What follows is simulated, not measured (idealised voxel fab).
voxel self aligned contacts: a process module
The width of the displayed cross-section, cut, is 165 nm; its cells are square, with a size of 5 nm.
Just so we're on the same page, the cross-sections are grids of square cells, and they're listed out in bands top to bottom, each band one or more rows deep. In this notation a band is specified by the heights of its top and bottom, in that order and in nm, after which its materials appear from left to right, each paired with its width in nm. The word "full width" attached to a single material means that material fills the band from edge to edge; the word "empty" stands for empty space. Heights are reckoned from 0. Under this level, the received wafer is all of one material. The bottommost band is open-ended downward, for example "0 and below". The width entry "30..40" should be interpreted row by row: the top row of cells in the band takes the first number, the bottom row takes the second number, and the change between adjacent rows is uniform throughout. Key: "changes: none" - step with no changed cell in the cross-section. In "Sealed void listing" the enclosed voids are listed, meaning empty spaces of 8 cells or larger without any opening to the top. The form is width x height at distance, distance from the left edge, units nm. Formally, on a step line, whatever follows the settings is a remark that the simulator itself makes on the step. The setting "overlay nm" may be written on the line of a step. When the step uses a mask, the value reports how far to the right of the planned place the mask lay, and a negative value reports that it lay to the left.

## This section lists the process steps that were planned
| 1 | RECEIVE with material Si |
| 2 | CONFORMAL_DEP with material SiO2, thk nm 5 |
| 3 | DIRECTIONAL_DEP with material polySi, thk nm 20 |
| 4 | DIRECTIONAL_DEP with material SiN, thk nm 20 |
| 5 | DIRECTIONAL_DEP with material aC, thk nm 15 |
| 6 | PATTERN with tone cover, mask id GATE, material resist, width nm 30, pitch nm 75, thk nm 35, overlay nm 0 |
| 7 | DIRECTIONAL_ETCH with etch materials aC, depth nm 15 |
| 8 | STRIP with etch materials resist |
| 9 | DIRECTIONAL_ETCH with etch materials SiN, depth nm 20 |
| 10 | DIRECTIONAL_ETCH with etch materials polySi, depth nm 20 |
| 11 | STRIP with etch materials aC |
| 12 | CONFORMAL_DEP with material SiN, thk nm 10 |
| 13 | DIRECTIONAL_ETCH with etch materials SiN, depth nm 10 |
| 14 | FILL_DEP with material SiO2, thk nm 15 |
| 15 | CMP with height nm 55 |
| 16 | DIRECTIONAL_DEP with material aC, thk nm 10 |
| 17 | PATTERN with tone open, mask id CONTACT, material resist, width nm 55, thk nm 30, overlay nm 0 |
| 18 | DIRECTIONAL_ETCH with etch materials aC, depth nm 10 |
| 19 | STRIP with etch materials resist |
| 20 | DIRECTIONAL_ETCH with etch materials SiO2, depth nm 55 |
| 21 | STRIP with etch materials aC |
| 22 | CONFORMAL_DEP with material TiN, thk nm 5 |
| 23 | FILL_DEP with material Ru, thk nm 10 |
| 24 | CMP with height nm 55 |
| 25 | CONFORMAL_DEP with material SiCN, thk nm 5 |

## Cross-section: wafer on arrival = after step 1
	0 and below | Si full width
	Sealed void listing: none

## The following cross-section depicts the wafer upon conclusion of the module. Processing commenced from the starting condition illustrated above and adhered to the plan illustrated above, save for one mistake in execution
	60 down to 55 | SiCN full width
	55 down to 45 | SiO2: 55, then TiN: 5, then Ru: 45, then TiN: 5, then SiO2: 55
	45 down to 40 | SiO2: 55, then TiN: 20, then Ru: 15, then TiN: 20, then SiO2: 55
	40 down to 20 | SiO2: 20, then SiN: 50, then TiN: 5, then Ru: 15, then TiN: 5, then SiN: 50, then SiO2: 20
	20 down to 5 | SiO2: 20, then SiN: 10, then polySi: 30, then SiN: 10, then TiN: 5, then Ru: 15, then TiN: 5, then SiN: 10, then polySi: 30, then SiN: 10, then SiO2: 20
	5 down to 0 | SiO2: 20, then SiN: 10, then polySi: 30, then SiN: 10, then TiN: 25, then SiN: 10, then polySi: 30, then SiN: 10, then SiO2: 20
	0 and below | Si full width
	Sealed void listing: none
Run error: no execution of plan step 2; skipped
